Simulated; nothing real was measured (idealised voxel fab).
process module | voxel tone inversion
cross-section cut | 280 nm wide | cells 5 nm
A cross-section is a grid of square cells, given in bands from the top down. A band is one or more rows of cells.
Each band's line starts with the height of the band's top and of its bottom, in nm. Then come its materials from left to right, each with its width in nm. One material with "throughout" fills the band from edge to edge. "air" is empty space.
Height 0 is the level under which the wafer as received is all one material. The lowest band goes on downwards, as in "0 down".
A width such as "30 to 40" changes by the same amount from each row of cells to the next, from the band's top row to its bottom row.
"no change" after a step means that no cell of the cross-section changed.
closed voids: empty space of 8 cells or more with no open way to the top, each as width x height at its distance from the left edge, in nm
after a step's settings: what the simulator itself notes on the step
overlay nm, on a step with a mask: how far to the right of its planned place the mask lay; to the left if negative
plan
1 op RECEIVE | material Si
2 op CONFORMAL_DEP | material SiCN | thk nm 10
3 op DIRECTIONAL_DEP | material aC | thk nm 15
4 op PATTERN | tone cover | mask id POSTS | material resist | width nm 20 | pitch nm 40 | thk nm 25 | overlay nm 0
5 op DIRECTIONAL_ETCH | etch materials aC | depth nm 15
6 op STRIP | etch materials resist
7 op FILL_DEP | material SiO2 | thk nm 5
8 op CMP | height nm 25
9 op STRIP | etch materials aC
10 op CONFORMAL_DEP | material TiN | thk nm 5
11 op FILL_DEP | material Ru | thk nm 10
12 op CMP | height nm 25
13 op CONFORMAL_DEP | material SiN | thk nm 5
as received, after step 1
  0 down: Si throughout
  closed voids: none
a wafer at the end: this start, this plan, one mistake
  30 to 25: SiN throughout
  25 to 15: SiCN throughout
  15 to 0: aC throughout
  0 down: Si throughout
  closed voids: none
what went wrong: steps 2 and 3 were swapped
